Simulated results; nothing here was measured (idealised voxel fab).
Module name: voxel self aligned contacts (process module)
The figure presents cross-section cut, which has a width of 295 nm and is divided into square cells with an edge length of 5 nm.
Reading order for cross-sections: top band down to bottom band. Underlying form: a grid of square cells. Band size: one or more rows of cells. A band entry consists of two parts. The first gives the height of the band's top and the height of its bottom, in nm. The rest lists the band's materials from left to right, each with its width in nm. A single material labelled with the word "all across" fills the band from edge to edge, and the word "empty" marks empty space. All heights in this document are referenced to 0, defined as the level beneath which the wafer, as received, consists entirely of one material. The lowest band is not bounded below; it extends indefinitely downward and is written in the form "from 0 down". Width "30 to 40": first value at the band's top row of cells, second value at its bottom row, equal change from row to row. What does "nothing was modified" mean for a step? It means no cell of the cross-section changed in that step. Reported under the label "Closed void roster" are the empty spaces having no open way to the top and comprising 8 cells or more; the notation for each is width x height at distance, in which the distance is measured from the left edge and all three values are in nm. Step line, after settings: the simulator's comment on this step. The "overlay nm" setting may appear on a step's line; for a step that uses a mask, it gives how far to the right of its planned position the mask lay, and a negative value indicates the left.
LISTED BELOW ARE THE PROCESS STEPS AS PLANNED
step 1: RECEIVE [material Si]
step 2: CONFORMAL_DEP [material SiO2] [thk nm 5]
step 3: DIRECTIONAL_DEP [material polySi] [thk nm 20]
step 4: DIRECTIONAL_DEP [material SiN] [thk nm 20]
step 5: DIRECTIONAL_DEP [material aC] [thk nm 10]
step 6: PATTERN [tone cover] [mask id GATE] [material resist] [width nm 30] [pitch nm 75] [thk nm 25] [overlay nm 0]
step 7: DIRECTIONAL_ETCH [etch materials aC] [depth nm 10]
step 8: STRIP [etch materials resist]
step 9: DIRECTIONAL_ETCH [etch materials SiN] [depth nm 20]
step 10: DIRECTIONAL_ETCH [etch materials polySi] [depth nm 20]
step 11: STRIP [etch materials aC]
step 12: CONFORMAL_DEP [material SiN] [thk nm 10]
step 13: DIRECTIONAL_ETCH [etch materials SiN] [depth nm 10]
step 14: FILL_DEP [material SiO2] [thk nm 20]
step 15: CMP [height nm 55]
step 16: DIRECTIONAL_DEP [material aC] [thk nm 15]
step 17: PATTERN [tone open] [mask id CONTACT] [material resist] [width nm 55] [thk nm 30] [overlay nm 0]
step 18: DIRECTIONAL_ETCH [etch materials aC] [depth nm 15]
step 19: STRIP [etch materials resist]
step 20: DIRECTIONAL_ETCH [etch materials SiO2] [depth nm 55]
step 21: STRIP [etch materials aC]
step 22: CONFORMAL_DEP [material TiN] [thk nm 5]
step 23: FILL_DEP [material W] [thk nm 5]
step 24: CMP [height nm 55]
step 25: CONFORMAL_DEP [material SiN] [thk nm 5]
SO THIS IS THE INCOMING WAFER IN CROSS-SECTION - IT'S ALREADY BEEN THROUGH STEP 1
  from 0 down: Si all across
  Closed void roster: none
THE FIRST OF THE TWO WAFERS AS SEEN IN CROSS-SECTION ONCE THE MODULE WAS FINISHED; PROCESSING FOLLOWED THE PLAN
  from 60 to 55: SiN all across
  from 55 to 45: SiO2: 120 / TiN: 5 to 20 / W: 45 to 15 / TiN: 5 to 20 / SiO2: 120
  from 45 to 25: SiO2: 85 / SiN: 50 / TiN: 5 / W: 15 / TiN: 5 / SiN: 50 / SiO2: 85
  from 25 to 5: SiO2: 85 / SiN: 10 / polySi: 30 / SiN: 10 / TiN: 5 / W: 15 / TiN: 5 / SiN: 10 / polySi: 30 / SiN: 10 / SiO2: 85
  from 5 to 0: SiO2: 135 / TiN: 25 / SiO2: 135
  from 0 down: Si all across
  Closed void roster: none
SECOND WAFER THROUGH THE MODULE, SECTIONED AT THE END: SAME BEGINNING AND SAME PLAN AS THE FIRST WAFER, WITH ONE MISTAKE IN CARRYING IT OUT
  from 60 to 55: SiN all across
  from 55 to 50: SiO2: 120 / TiN: 5 / W: 45 / TiN: 5 / SiO2: 120
  from 50 to 45: SiO2: 120 / TiN: 55 / SiO2: 120
  from 45 to 25: SiN: 105 / SiO2: 10 / SiN: 65 / SiO2: 10 / SiN: 105
  from 25 to 5: polySi: 95 / SiN: 10 / SiO2: 10 / SiN: 10 / polySi: 45 / SiN: 10 / SiO2: 10 / SiN: 10 / polySi: 95
  from 5 to 0: SiO2 all across
  from 0 down: Si all across
  Closed void roster: none
What was the processing mistake? heads up, step 6 didn't go per plan, it actually ran as PATTERN [tone open] [mask id GATE] [material resist] [width nm 30] [pitch nm 75] [thk nm 25] [overlay nm 0]
The second wafer ends with more or fewer cells of some materials than the first, per final count: 140 more of SiN | 235 fewer of SiO2 | 18 fewer of TiN | 27 fewer of W | 140 more of polySi
